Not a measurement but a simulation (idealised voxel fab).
This section sets out a process module, namely voxel wiring stack.
Cross-section cut: width 260 nm, square cells of 5 nm.
Throughout this document, each cross-section is represented as a grid of square cells and is presented as a sequence of bands enumerated from the top downward, where a band comprises one or more rows of cells.
Band: top and bottom heights (nm) first, top before bottom; then materials from left to right, widths in nm. "throughout" marks a sole material filling the band edge to edge. "blank" denotes empty space.
Heights are measured from 0, the level below which the as-received wafer is all one material; the lowest band has no bottom and continues downward, written as in "0..down".
Graded width ("30->40"): value in top row of band = first number; value in bottom row = second number; row-to-row change constant.
"no change", as given for a step, is the statement that not any cell of the cross-section underwent a change during that step.
"Enclosed cavity list" specifies each empty space that is not open to the top and that occupies no fewer than 8 cells, using the form width x height at distance, the distance measured from the left edge and all three quantities in nm.
On each step's line, the part that comes after the settings is the simulator's own comment on the step.
"overlay nm" denotes, for a step that has a mask, the displacement of the mask to the right of its planned place, with negative values corresponding to the left.

**Below is the list of planned process steps**
1 RECEIVE (material Si)
2 CONFORMAL_DEP (material SiO2; thk nm 10)
3 DIRECTIONAL_DEP (material TiN; thk nm 5)
4 DIRECTIONAL_DEP (material Ru; thk nm 25)
5 DIRECTIONAL_DEP (material aC; thk nm 10)
6 PATTERN (tone cover; mask id METAL_1; material resist; width nm 20; pitch nm 50; thk nm 25; overlay nm 0)
7 DIRECTIONAL_ETCH (etch materials aC; depth nm 10)
8 STRIP (etch materials resist)
9 DIRECTIONAL_ETCH (etch materials Ru; depth nm 25)
10 DIRECTIONAL_ETCH (etch materials TiN; depth nm 5)
11 STRIP (etch materials aC)
12 CONFORMAL_DEP (material SiN; thk nm 5)
13 FILL_DEP (material lowk; thk nm 10)
14 CMP (height nm 40)
15 CONFORMAL_DEP (material SiCN; thk nm 5)
16 DIRECTIONAL_DEP (material lowk; thk nm 25)
17 MASKED_ETCH (tone open; mask id METAL_2_HOLES; width nm 15; pitch nm 50; etch materials lowk; depth nm 25; overlay nm 0)
18 PATTERN (tone open; mask id METAL_2; material resist; width nm 20; pitch nm 50; thk nm 20; overlay nm 0)
19 DIRECTIONAL_ETCH (etch materials lowk; depth nm 15)
20 DIRECTIONAL_ETCH (etch materials SiCN; depth nm 5)
21 STRIP (etch materials resist)
22 CONFORMAL_DEP (material TiN; thk nm 5)
23 FILL_DEP (material Ru; thk nm 5)
24 CMP (height nm 70)
25 CONFORMAL_DEP (material SiCN; thk nm 5)
26 DIRECTIONAL_DEP (material lowk; thk nm 35)
27 PATTERN (tone open; mask id METAL_3; material resist; width nm 20; pitch nm 50; thk nm 20; overlay nm 0)
28 DIRECTIONAL_ETCH (etch materials lowk; depth nm 20)
29 STRIP (etch materials resist)
30 MASKED_ETCH (tone open; mask id METAL_3_HOLES; width nm 15; pitch nm 50; etch materials lowk; depth nm 15; overlay nm 0)
31 MASKED_ETCH (tone open; mask id METAL_3_HOLES; width nm 15; pitch nm 50; etch materials SiCN; depth nm 5; overlay nm 0)
32 CONFORMAL_DEP (material TiN; thk nm 5)
33 FILL_DEP (material Cu; thk nm 5)
34 CMP (height nm 110)
35 CONFORMAL_DEP (material SiCN; thk nm 5)

**Delivered wafer in cross-section: state after step 1**
	0..down = Si throughout
	Enclosed cavity list: none

**Module complete, cross-section. Starting point and plan per above. One mistake made in running the module**
	115..110 = SiCN throughout
	110..95 = 45 of lowk, 5 of TiN, 10 of Cu, 5 of TiN, 30 of lowk, 5 of TiN, 10 of Cu, 5 of TiN, 30 of lowk, 5 of TiN, 10 of Cu, 5 of TiN, 30 of lowk, 5 of TiN, 10 of Cu, 5 of TiN, 45 of lowk
	95..90 = 45 of lowk, 5 of TiN, 5 of Cu, 10 of TiN, 30 of lowk, 5 of TiN, 5 of Cu, 10 of TiN, 30 of lowk, 5 of TiN, 5 of Cu, 10 of TiN, 30 of lowk, 5 of TiN, 5 of Cu, 10 of TiN, 45 of lowk
	90..75 = 45 of lowk, 5 of TiN, 5 of Cu, 5 of TiN, 35 of lowk, 5 of TiN, 5 of Cu, 5 of TiN, 35 of lowk, 5 of TiN, 5 of Cu, 5 of TiN, 35 of lowk, 5 of TiN, 5 of Cu, 5 of TiN, 50 of lowk
	75..70 = 45 of SiCN, 15 of TiN, 35 of SiCN, 15 of TiN, 35 of SiCN, 15 of TiN, 35 of SiCN, 15 of TiN, 50 of SiCN
	70..60 = 45 of lowk, 5 of TiN, 5 of Ru, 5 of TiN, 35 of lowk, 5 of TiN, 5 of Ru, 5 of TiN, 35 of lowk, 5 of TiN, 5 of Ru, 5 of TiN, 35 of lowk, 5 of TiN, 5 of Ru, 5 of TiN, 50 of lowk
	60..55 = 45 of lowk, 15 of TiN, 35 of lowk, 15 of TiN, 35 of lowk, 15 of TiN, 35 of lowk, 15 of TiN, 50 of lowk
	55..45 = lowk throughout
	45..40 = SiCN throughout
	40..15 = 40 of lowk, 5 of SiN, 20 of Ru, 5 of SiN, 20 of lowk, 5 of SiN, 20 of Ru, 5 of SiN, 20 of lowk, 5 of SiN, 20 of Ru, 5 of SiN, 20 of lowk, 5 of SiN, 20 of Ru, 5 of SiN, 40 of lowk
	15..10 = 45 of SiN, 20 of TiN, 30 of SiN, 20 of TiN, 30 of SiN, 20 of TiN, 30 of SiN, 20 of TiN, 45 of SiN
	10..0 = SiO2 throughout
	0..down = Si throughout
	Enclosed cavity list: none
What went wrong in running the wafer? twice over, step 16 of the plan was run
